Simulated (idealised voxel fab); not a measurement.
This is a process module. Its name is voxel transistor to metal.
In the cross-section labelled cut, the width is 210 nm and each square cell is 5 nm.
Reading order for cross-sections: top band down to bottom band. Underlying form: a grid of square cells. Band size: one or more rows of cells.
For a band, the entry starts with two heights in nm, that of the top and then that of the bottom, and carries on with the band's materials in order from left to right, each alongside its width in nm; the word "everywhere" beside a single material means it fills the band edge to edge, and "blank" means empty space.
It should be noted that heights are counted from 0, beneath which the wafer as supplied is of one material throughout, and that the lowest band possesses no lower boundary but continues downward, as written in "0..down".
The expression "30..40" gives the width at the extremes of the band, the first number at its top row of cells and the second at its bottom row, with the width changing by equal amounts from each row to the next in between.
"no modifications" (step): cross-section cells unchanged, all of them.
Closed empty spaces (no open way to the top) of 8 cells or more are what "Closed internal cavities" lists, each as width x height at distance from the left edge, nm for all three.
Anything after a step's settings on that line? It's the simulator's own note about the step.
overlay nm: how far to the right of its planned place the mask lay on this masked step (negative: to the left).
Before/after cross-section pairs, one process step each; after shown to lowest changed band; step and settings beneath. Pairs may be from different runs of this module on the same starting wafer; a pair continues from the one above only where its "State before step" entry says so.

STATE BEFORE STEP
	50..40: SiO2 (50) / blank (40) / SiO2 (25) / blank (40) / SiO2 (55)
	40..30: SiO2 (50) / blank (30) / SiN (5) / blank (5) / SiCN (25) / blank (5) / SiN (5) / blank (30) / SiO2 (55)
	30..0: SiO2 (50) / blank (30) / SiN (5) / blank (5) / polySi (25) / blank (5) / SiN (5) / blank (30) / SiO2 (55)
	0..-5: SiO2 (45) / SiGe (35) / SiO2 (45) / SiGe (35) / SiO2 (50)
	-5..-25: SiO2 (50) / Si (105) / SiO2 (55)
	-25..down: Si everywhere
	Closed internal cavities: none

STATE AFTER STEP
	55..50: TiN (55) / blank (30) / TiN (35) / blank (30) / TiN (60)
	50..40: SiO2 (50) / TiN (5) / blank (30..20) / TiN (5..15) / SiO2 (25) / TiN (5..15) / blank (30..20) / TiN (5) / SiO2 (55)
	40..30: SiO2 (50) / TiN (5) / blank (20) / TiN (5) / SiN (5) / TiN (5) / SiCN (25) / TiN (5) / SiN (5) / TiN (5) / blank (20) / TiN (5) / SiO2 (55)
	30..5: SiO2 (50) / TiN (5) / blank (20) / TiN (5) / SiN (5) / TiN (5) / polySi (25) / TiN (5) / SiN (5) / TiN (5) / blank (20) / TiN (5) / SiO2 (55)
	5..0: SiO2 (50) / TiN (30) / SiN (5) / TiN (5) / polySi (25) / TiN (5) / SiN (5) / TiN (30) / SiO2 (55)
	Note: structure below 0 unchanged.
	Closed internal cavities: none
Step that separates the before view from the after view above: CONFORMAL_DEP: material TiN, thk nm 5

State before step: no separate figure, the pair right above already shows it after its step.

STATE AFTER STEP
	65..55: W everywhere
	55..50: TiN (55) / W (30) / TiN (35) / W (30) / TiN (60)
	50..40: SiO2 (50) / TiN (5) / W (30..20) / TiN (5..15) / SiO2 (25) / TiN (5..15) / W (30..20) / TiN (5) / SiO2 (55)
	40..30: SiO2 (50) / TiN (5) / W (20) / TiN (5) / SiN (5) / TiN (5) / SiCN (25) / TiN (5) / SiN (5) / TiN (5) / W (20) / TiN (5) / SiO2 (55)
	30..5: SiO2 (50) / TiN (5) / W (20) / TiN (5) / SiN (5) / TiN (5) / polySi (25) / TiN (5) / SiN (5) / TiN (5) / W (20) / TiN (5) / SiO2 (55)
	Note: structure below 5 unchanged.
	Closed internal cavities: none
Step that separates the before view from the after view above: FILL_DEP: material W, thk nm 10

State before step: no separate figure, the pair right above already shows it after its step.

STATE AFTER STEP
	50..40: SiO2 (50) / TiN (5) / W (30..20) / TiN (5..15) / SiO2 (25) / TiN (5..15) / W (30..20) / TiN (5) / SiO2 (55)
	Note: structure below 40 unchanged.
	Closed internal cavities: none
Step that separates the before view from the after view above: CMP: height nm 50

State before step: no separate figure, the pair right above already shows it after its step.

STATE AFTER STEP
	55..50: SiN everywhere
	Note: structure below 50 unchanged.
	Closed internal cavities: none
Step that separates the before view from the after view above: CONFORMAL_DEP: material SiN, thk nm 5

State before step: no separate figure, the pair right above already shows it after its step.

STATE AFTER STEP
	75..55: SiO2 everywhere
	Note: structure below 55 unchanged.
	Closed internal cavities: none
Step that separates the before view from the after view above: DIRECTIONAL_DEP: material SiO2, thk nm 20

State before step: no separate figure, the pair right above already shows it after its step.

STATE AFTER STEP
	75..55: SiO2 (55) / blank (15) / SiO2 (65) / blank (15) / SiO2 (60)
	Note: structure below 55 unchanged.
	Closed internal cavities: none
Step that separates the before view from the after view above: MASKED_ETCH: tone open, mask id METAL_1, width nm 15, pitch nm 80, etch materials SiO2, depth nm 20, overlay nm 0

State before step: no separate figure, the pair right above already shows it after its step.

STATE AFTER STEP
	75..55: SiO2 (55) / blank (15) / SiO2 (65) / blank (15) / SiO2 (60)
	55..50: SiN (55) / blank (15) / SiN (65) / blank (15) / SiN (60)
	Note: structure below 50 unchanged.
	Closed internal cavities: none
Step that separates the before view from the after view above: MASKED_ETCH: tone open, mask id METAL_1, width nm 15, pitch nm 80, etch materials SiN, depth nm 5, overlay nm 0

State before step: no separate figure, the pair right above already shows it after its step.

STATE AFTER STEP
	80..75: TiN (60) / blank (5) / TiN (75) / blank (5) / TiN (65)
	75..55: SiO2 (55) / TiN (5) / blank (5) / TiN (5) / SiO2 (65) / TiN (5) / blank (5) / TiN (5) / SiO2 (60)
	55..50: SiN (55) / TiN (15) / SiN (65) / TiN (15) / SiN (60)
	Note: structure below 50 unchanged.
	Closed internal cavities: none
Step that separates the before view from the after view above: CONFORMAL_DEP: material TiN, thk nm 5

State before step: no separate figure, the pair right above already shows it after its step.

STATE AFTER STEP
	90..80: W everywhere
	80..75: TiN (60) / W (5) / TiN (75) / W (5) / TiN (65)
	75..55: SiO2 (55) / TiN (5) / W (5) / TiN (5) / SiO2 (65) / TiN (5) / W (5) / TiN (5) / SiO2 (60)
	Note: structure below 55 unchanged.
	Closed internal cavities: none
Step that separates the before view from the after view above: FILL_DEP: material W, thk nm 10

State before step: no separate figure, the pair right above already shows it after its step.

STATE AFTER STEP
	75..55: SiO2 (55) / TiN (5) / W (5) / TiN (5) / SiO2 (65) / TiN (5) / W (5) / TiN (5) / SiO2 (60)
	Note: structure below 55 unchanged.
	Closed internal cavities: none
Step that separates the before view from the after view above: CMP: height nm 75

State before step: no separate figure, the pair right above already shows it after its step.

STATE AFTER STEP
	80..75: blank (50) / Ru (25) / blank (55) / Ru (25) / blank (55)
	Note: structure below 75 unchanged.
	Closed internal cavities: none
Step that separates the before view from the after view above: EPI: material Ru, thk nm 5

State before step: no separate figure, the pair right above already shows it after its step.

STATE AFTER STEP
	85..80: SiCN everywhere
	80..75: SiCN (50) / Ru (25) / SiCN (55) / Ru (25) / SiCN (55)
	Note: structure below 75 unchanged.
	Closed internal cavities: none
Step that separates the before view from the after view above: FILL_DEP: material SiCN, thk nm 5

STATE BEFORE STEP
	75..55: SiO2 everywhere
	55..50: SiN everywhere
	50..40: SiO2 (55) / TiN (5) / W (20..15) / TiN (5..10) / SiO2 (35) / TiN (5..10) / W (20..15) / TiN (5) / SiO2 (60)
	40..30: SiO2 (55) / TiN (5) / W (15) / TiN (5) / SiN (5) / SiO2 (5) / SiCN (25) / SiO2 (5) / SiN (5) / TiN (5) / W (15) / TiN (5) / SiO2 (60)
	30..5: SiO2 (55) / TiN (5) / W (15) / TiN (5) / SiN (5) / SiO2 (5) / polySi (25) / SiO2 (5) / SiN (5) / TiN (5) / W (15) / TiN (5) / SiO2 (60)
	5..0: SiO2 (55) / TiN (25) / SiN (5) / SiO2 (5) / polySi (25) / SiO2 (5) / SiN (5) / TiN (25) / SiO2 (60)
	0..-5: SiO2 (45) / SiGe (35) / SiO2 (45) / SiGe (35) / SiO2 (50)
	-5..-25: SiO2 (50) / Si (105) / SiO2 (55)
	-25..down: Si everywhere
	Closed internal cavities: none

STATE AFTER STEP
	75..55: SiO2 (50) / blank (15) / SiO2 (65) / blank (15) / SiO2 (65)
	Note: structure below 55 unchanged.
	Closed internal cavities: none
Step that separates the before view from the after view above: MASKED_ETCH: tone open, mask id METAL_1, width nm 15, pitch nm 80, etch materials SiO2, depth nm 20, overlay nm -5

State before step: no separate figure, the pair right above already shows it after its step.

STATE AFTER STEP
	75..55: SiO2 (50) / blank (15) / SiO2 (65) / blank (15) / SiO2 (65)
	55..50: SiN (55) / blank (10) / SiN (70) / blank (10) / SiN (65)
	Note: structure below 50 unchanged.
	Closed internal cavities: none
Step that separates the before view from the after view above: MASKED_ETCH: tone open, mask id METAL_1, width nm 15, pitch nm 80, etch materials SiN, depth nm 5, overlay nm 0

State before step: no separate figure, the pair right above already shows it after its step.

STATE AFTER STEP
	80..75: TiN (55) / blank (5) / TiN (75) / blank (5) / TiN (70)
	75..60: SiO2 (50) / TiN (5) / blank (5) / TiN (5) / SiO2 (65) / TiN (5) / blank (5) / TiN (5) / SiO2 (65)
	60..55: SiO2 (50) / TiN (15) / SiO2 (65) / TiN (15) / SiO2 (65)
	55..50: SiN (55) / TiN (10) / SiN (70) / TiN (10) / SiN (65)
	Note: structure below 50 unchanged.
	Closed internal cavities: none
Step that separates the before view from the after view above: CONFORMAL_DEP: material TiN, thk nm 5

State before step: no separate figure, the pair right above already shows it after its step.

STATE AFTER STEP
	90..80: W everywhere
	80..75: TiN (55) / W (5) / TiN (75) / W (5) / TiN (70)
	75..60: SiO2 (50) / TiN (5) / W (5) / TiN (5) / SiO2 (65) / TiN (5) / W (5) / TiN (5) / SiO2 (65)
	Note: structure below 60 unchanged.
	Closed internal cavities: none
Step that separates the before view from the after view above: FILL_DEP: material W, thk nm 10

State before step: no separate figure, the pair right above already shows it after its step.

STATE AFTER STEP
	75..60: SiO2 (50) / TiN (5) / W (5) / TiN (5) / SiO2 (65) / TiN (5) / W (5) / TiN (5) / SiO2 (65)
	Note: structure below 60 unchanged.
	Closed internal cavities: none
Step that separates the before view from the after view above: CMP: height nm 75

State before step: no separate figure, the pair right above already shows it after its step.

STATE AFTER STEP
	80..75: blank (45) / Ru (25) / blank (55) / Ru (25) / blank (60)
	Note: structure below 75 unchanged.
	Closed internal cavities: none
Step that separates the before view from the after view above: EPI: material Ru, thk nm 5

State before step: no separate figure, the pair right above already shows it after its step.

STATE AFTER STEP
	85..80: SiCN everywhere
	80..75: SiCN (45) / Ru (25) / SiCN (55) / Ru (25) / SiCN (60)
	Note: structure below 75 unchanged.
	Closed internal cavities: none
Step that separates the before view from the after view above: FILL_DEP: material SiCN, thk nm 5

STATE BEFORE STEP
	55..50: SiN everywhere
	50..40: SiO2 (55) / TiN (5) / W (20..15) / TiN (5..10) / SiO2 (35) / TiN (5..10) / W (20..15) / TiN (5) / SiO2 (60)
	40..30: SiO2 (55) / TiN (5) / W (15) / TiN (5) / SiN (5) / SiO2 (5) / SiCN (25) / SiO2 (5) / SiN (5) / TiN (5) / W (15) / TiN (5) / SiO2 (60)
	30..5: SiO2 (55) / TiN (5) / W (15) / TiN (5) / SiN (5) / SiO2 (5) / polySi (25) / SiO2 (5) / SiN (5) / TiN (5) / W (15) / TiN (5) / SiO2 (60)
	5..0: SiO2 (55) / TiN (25) / SiN (5) / SiO2 (5) / polySi (25) / SiO2 (5) / SiN (5) / TiN (25) / SiO2 (60)
	0..-5: SiO2 (45) / SiGe (35) / SiO2 (45) / SiGe (35) / SiO2 (50)
	-5..-25: SiO2 (50) / Si (105) / SiO2 (55)
	-25..down: Si everywhere
	Closed internal cavities: none

STATE AFTER STEP
	75..55: Ru everywhere
	Note: structure below 55 unchanged.
	Closed internal cavities: none
Step that separates the before view from the after view above: DIRECTIONAL_DEP: material Ru, thk nm 20

State before step: no separate figure, the pair right above already shows it after its step.

STATE AFTER STEP
	80..75: TiN everywhere
	Note: structure below 75 unchanged.
	Closed internal cavities: none
Step that separates the before view from the after view above: CONFORMAL_DEP: material TiN, thk nm 5

State before step: no separate figure, the pair right above already shows it after its step.

STATE AFTER STEP
	90..80: W everywhere
	Note: structure below 80 unchanged.
	Closed internal cavities: none
Step that separates the before view from the after view above: FILL_DEP: material W, thk nm 10

State before step: no separate figure, the pair right above already shows it after its step.

STATE AFTER STEP
	75..55: Ru everywhere
	Note: structure below 55 unchanged.
	Closed internal cavities: none
Step that separates the before view from the after view above: CMP: height nm 75

State before step: no separate figure, the pair right above already shows it after its step.

STATE AFTER STEP
	80..55: Ru everywhere
	Note: structure below 55 unchanged.
	Closed internal cavities: none
Step that separates the before view from the after view above: EPI: material Ru, thk nm 5

State before step: no separate figure, the pair right above already shows it after its step.

STATE AFTER STEP
	85..80: SiCN everywhere
	Note: structure below 80 unchanged.
	Closed internal cavities: none
Step that separates the before view from the after view above: FILL_DEP: material SiCN, thk nm 5

STATE BEFORE STEP
	75..55: SiO2 everywhere
	55..50: SiN everywhere
	50..40: SiO2 (55) / TiN (5) / W (20..15) / TiN (5..10) / SiO2 (35) / TiN (5..10) / W (20..15) / TiN (5) / SiO2 (60)
	40..30: SiO2 (55) / TiN (5) / W (15) / TiN (5) / SiN (5) / SiO2 (5) / SiCN (25) / SiO2 (5) / SiN (5) / TiN (5) / W (15) / TiN (5) / SiO2 (60)
	30..5: SiO2 (55) / TiN (5) / W (15) / TiN (5) / SiN (5) / SiO2 (5) / polySi (25) / SiO2 (5) / SiN (5) / TiN (5) / W (15) / TiN (5) / SiO2 (60)
	5..0: SiO2 (55) / TiN (25) / SiN (5) / SiO2 (5) / polySi (25) / SiO2 (5) / SiN (5) / TiN (25) / SiO2 (60)
	0..-5: SiO2 (45) / SiGe (35) / SiO2 (45) / SiGe (35) / SiO2 (50)
	-5..-25: SiO2 (50) / Si (105) / SiO2 (55)
	-25..down: Si everywhere
	Closed internal cavities: none

STATE AFTER STEP
	75..55: blank (55) / SiO2 (15) / blank (65) / SiO2 (15) / blank (60)
	Note: structure below 55 unchanged.
	Closed internal cavities: none
Step that separates the before view from the after view above: MASKED_ETCH: tone cover, mask id METAL_1, width nm 15, pitch nm 80, etch materials SiO2, depth nm 20, overlay nm 0

State before step: no separate figure, the pair right above already shows it after its step.

STATE AFTER STEP
	80..75: blank (50) / TiN (25) / blank (55) / TiN (25) / blank (55)
	75..60: blank (50) / TiN (5) / SiO2 (15) / TiN (5) / blank (55) / TiN (5) / SiO2 (15) / TiN (5) / blank (55)
	60..55: TiN (55) / SiO2 (15) / TiN (65) / SiO2 (15) / TiN (60)
	Note: structure below 55 unchanged.
	Closed internal cavities: none
Step that separates the before view from the after view above: CONFORMAL_DEP: material TiN, thk nm 5

State before step: no separate figure, the pair right above already shows it after its step.

STATE AFTER STEP
	90..80: W everywhere
	80..75: W (50) / TiN (25) / W (55) / TiN (25) / W (55)
	75..60: W (50) / TiN (5) / SiO2 (15) / TiN (5) / W (55) / TiN (5) / SiO2 (15) / TiN (5) / W (55)
	Note: structure below 60 unchanged.
	Closed internal cavities: none
Step that separates the before view from the after view above: FILL_DEP: material W, thk nm 10

State before step: no separate figure, the pair right above already shows it after its step.

STATE AFTER STEP
	75..60: W (50) / TiN (5) / SiO2 (15) / TiN (5) / W (55) / TiN (5) / SiO2 (15) / TiN (5) / W (55)
	Note: structure below 60 unchanged.
	Closed internal cavities: none
Step that separates the before view from the after view above: CMP: height nm 75

State before step: no separate figure, the pair right above already shows it after its step.

STATE AFTER STEP
	80..75: Ru (60) / blank (5) / Ru (75) / blank (5) / Ru (65)
	Note: structure below 75 unchanged.
	Closed internal cavities: none
Step that separates the before view from the after view above: EPI: material Ru, thk nm 5

State before step: no separate figure, the pair right above already shows it after its step.

STATE AFTER STEP
	85..80: SiCN everywhere
	80..75: Ru (60) / SiCN (5) / Ru (75) / SiCN (5) / Ru (65)
	Note: structure below 75 unchanged.
	Closed internal cavities: none
Step that separates the before view from the after view above: FILL_DEP: material SiCN, thk nm 5
